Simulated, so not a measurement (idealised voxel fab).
Process module name: voxel transistor to metal
Displayed cross-section: cut, width of 210 nm, square cells sized 5 nm.
Square cells in a grid make up a cross-section in this document, and the grid is given as bands, listed from the top down, each one or more rows of cells. Heads up on the band format: heights come first, top then bottom, in nm. After that it's the materials left to right, each with its width in nm. A single material flagged "everywhere" fills the whole band edge to edge, and "air" means there's empty space there. A quick word on heights: they are counted from 0, and under that level the wafer as it came to us is one material throughout. The lowest band is different from the rest in having no bottom; it simply continues downward, written as in "top 0, no bottom". Width spec "30..40" -> top row of cells at first value, bottom row at second value, equal per-row change in between. Step note "nothing altered" = no cross-section cell changed. In "Sealed internal cavities" the enclosed voids are listed, meaning empty spaces of 8 cells or larger without any opening to the top. The form is width x height at distance, distance from the left edge, units nm. On a step's line, text after the settings is the simulator commenting on that step. overlay nm: for a step with a mask, the amount by which the mask lay right of where it was planned; a negative amount means left of it.

The steps planned for the process are as follows
| 1 | RECEIVE: material Si |
| 2 | CONFORMAL_DEP: material SiO2, thk nm 5 |
| 3 | CONFORMAL_DEP: material SiN, thk nm 15 |
| 4 | DIRECTIONAL_DEP: material aC, thk nm 10 |
| 5 | PATTERN: tone cover, mask id ACTIVE, material resist, width nm 105, thk nm 30, overlay nm 0 |
| 6 | DIRECTIONAL_ETCH: etch materials aC, depth nm 10 |
| 7 | STRIP: etch materials resist |
| 8 | DIRECTIONAL_ETCH: etch materials SiN, depth nm 15 |
| 9 | DIRECTIONAL_ETCH: etch materials SiO2, depth nm 5 |
| 10 | DIRECTIONAL_ETCH: etch materials Si, depth nm 25 |
| 11 | STRIP: etch materials aC |
| 12 | OXIDIZE: depth nm 5 |
| 13 | FILL_DEP: material SiO2, thk nm 5 |
| 14 | CMP: height nm 20 |
| 15 | SELECTIVE_ETCH: etch materials SiO2, depth nm 10 |
| 16 | STRIP: etch materials SiN |
| 17 | SELECTIVE_ETCH: etch materials SiO2, depth nm 5 |
| 18 | OXIDIZE: depth nm 5 |
| 19 | DIRECTIONAL_DEP: material polySi, thk nm 30 |
| 20 | DIRECTIONAL_DEP: material SiCN, thk nm 15 |
| 21 | MASKED_ETCH: tone cover, mask id GATE, width nm 25, etch materials SiCN, depth nm 25, overlay nm 0 |
| 22 | MASKED_ETCH: tone cover, mask id GATE, width nm 25, etch materials polySi, depth nm 40, overlay nm 0 |
| 23 | CONFORMAL_DEP: material SiO2, thk nm 5 |
| 24 | DIRECTIONAL_ETCH: etch materials SiO2, depth nm 5 |
| 25 | CONFORMAL_DEP: material SiN, thk nm 5 |
| 26 | DIRECTIONAL_ETCH: etch materials SiN, depth nm 5 |
| 27 | DIRECTIONAL_ETCH: etch materials SiO2, depth nm 5 |
| 28 | DIRECTIONAL_ETCH: etch materials Si, depth nm 5 |
| 29 | EPI: material SiGe, thk nm 5 |
| 30 | FILL_DEP: material SiO2, thk nm 5 |
| 31 | CMP: height nm 30 |
| 32 | STRIP: etch materials polySi |
| 33 | SELECTIVE_ETCH: etch materials SiO2, depth nm 5 |
| 34 | CONFORMAL_DEP: material HfO2, thk nm 5 |
| 35 | CONFORMAL_DEP: material TiN, thk nm 5 |
| 36 | FILL_DEP: material W, thk nm 10 |
| 37 | CMP: height nm 25 |
| 38 | DIRECTIONAL_DEP: material SiO2, thk nm 15 |
| 39 | DIRECTIONAL_DEP: material aC, thk nm 15 |
| 40 | PATTERN: tone open, mask id CONTACT, material resist, width nm 20, pitch nm 75, thk nm 30, overlay nm 0 |
| 41 | DIRECTIONAL_ETCH: etch materials aC, depth nm 15 |
| 42 | STRIP: etch materials resist |
| 43 | DIRECTIONAL_ETCH: etch materials SiO2, depth nm 45 |
| 44 | STRIP: etch materials aC |
| 45 | CONFORMAL_DEP: material TiN, thk nm 5 |
| 46 | FILL_DEP: material W, thk nm 5 |
| 47 | CMP: height nm 40 |
| 48 | CONFORMAL_DEP: material SiN, thk nm 5 |
| 49 | DIRECTIONAL_DEP: material SiO2, thk nm 15 |
| 50 | MASKED_ETCH: tone open, mask id METAL_1, width nm 20, pitch nm 75, etch materials SiO2, depth nm 15, overlay nm 0 |
| 51 | MASKED_ETCH: tone open, mask id METAL_1, width nm 20, pitch nm 75, etch materials SiN, depth nm 5, overlay nm 0 |
| 52 | CONFORMAL_DEP: material TiN, thk nm 5 |
| 53 | FILL_DEP: material Cu, thk nm 5 |
| 54 | CMP: height nm 60 |
| 55 | EPI: material Ru, thk nm 5 |
| 56 | FILL_DEP: material SiCN, thk nm 5 |

So this is the incoming wafer in cross-section - it's already been through step 1
> top 0, no bottom  Si everywhere
> Sealed internal cavities: none

The first of the two wafers as seen in cross-section once the module was finished; processing followed the plan
> top 70, bottom 65  SiCN everywhere
> top 65, bottom 60  SiCN 50  Ru 30  SiCN 45  Ru 30  SiCN 55
> top 60, bottom 45  SiO2 55  TiN 5  Cu 10  TiN 5  SiO2 55  TiN 5  Cu 10  TiN 5  SiO2 60
> top 45, bottom 40  SiN 55  TiN 20  SiN 55  TiN 20  SiN 60
> top 40, bottom 25  SiO2 55  TiN 5  W 10  TiN 5  SiO2 55  TiN 5  W 10  TiN 5  SiO2 60
> top 25, bottom 5  SiO2 55  TiN 5  W 10  TiN 5  SiO2 5  SiN 5  HfO2 5  TiN 5  W 15  TiN 5  HfO2 5  SiN 5  SiO2 5  TiN 5  W 10  TiN 5  SiO2 60
> top 5, bottom 0  SiO2 50  SiN 5  TiN 5  W 10  TiN 5  SiO2 5  SiN 5  HfO2 5  TiN 25  HfO2 5  SiN 5  SiO2 5  TiN 5  W 10  TiN 5  SiN 5  SiO2 55
> top 0, bottom -5  SiO2 55  TiN 20  SiGe 5  SiO2 5  HfO2 35  SiO2 5  SiGe 5  TiN 20  SiO2 60
> top -5, bottom -10  SiO2 55  SiGe 25  Si 45  SiGe 25  SiO2 60
> top -10, bottom -30  SiO2 55  Si 95  SiO2 60
> top -30, no bottom  Si everywhere
> Sealed internal cavities: none

Second wafer through the module, sectioned at the end: same beginning and same plan as the first wafer, with one mistake in carrying it out
> top 70, bottom 65  SiCN everywhere
> top 65, bottom 60  SiCN 50  Ru 30  SiCN 45  Ru 30  SiCN 55
> top 60, bottom 45  SiO2 55  TiN 5  Cu 10  TiN 5  SiO2 55  TiN 5  Cu 10  TiN 5  SiO2 60
> top 45, bottom 40  SiN 55  TiN 20  SiN 55  TiN 20  SiN 60
> top 40, bottom 25  SiO2 55  TiN 5  W 10  TiN 5  SiO2 55  TiN 5  W 10  TiN 5  SiO2 60
> top 25, bottom 5  SiO2 55  TiN 5  W 10  TiN 5  SiO2 5  SiN 5  TiN 5  HfO2 5  W 15  HfO2 5  TiN 5  SiN 5  SiO2 5  TiN 5  W 10  TiN 5  SiO2 60
> top 5, bottom 0  SiO2 50  SiN 5  TiN 5  W 10  TiN 5  SiO2 5  SiN 5  TiN 5  HfO2 25  TiN 5  SiN 5  SiO2 5  TiN 5  W 10  TiN 5  SiN 5  SiO2 55
> top 0, bottom -5  SiO2 55  TiN 20  SiGe 5  SiO2 5  TiN 35  SiO2 5  SiGe 5  TiN 20  SiO2 60
> top -5, bottom -10  SiO2 55  SiGe 25  Si 45  SiGe 25  SiO2 60
> top -10, bottom -30  SiO2 55  Si 95  SiO2 60
> top -30, no bottom  Si everywhere
> Sealed internal cavities: none
What was the processing mistake? step 35 occupied the plan position of step 34, and the converse holds as well
at the end the second wafer has, in cells: 4 fewer of HfO2, 4 more of TiN
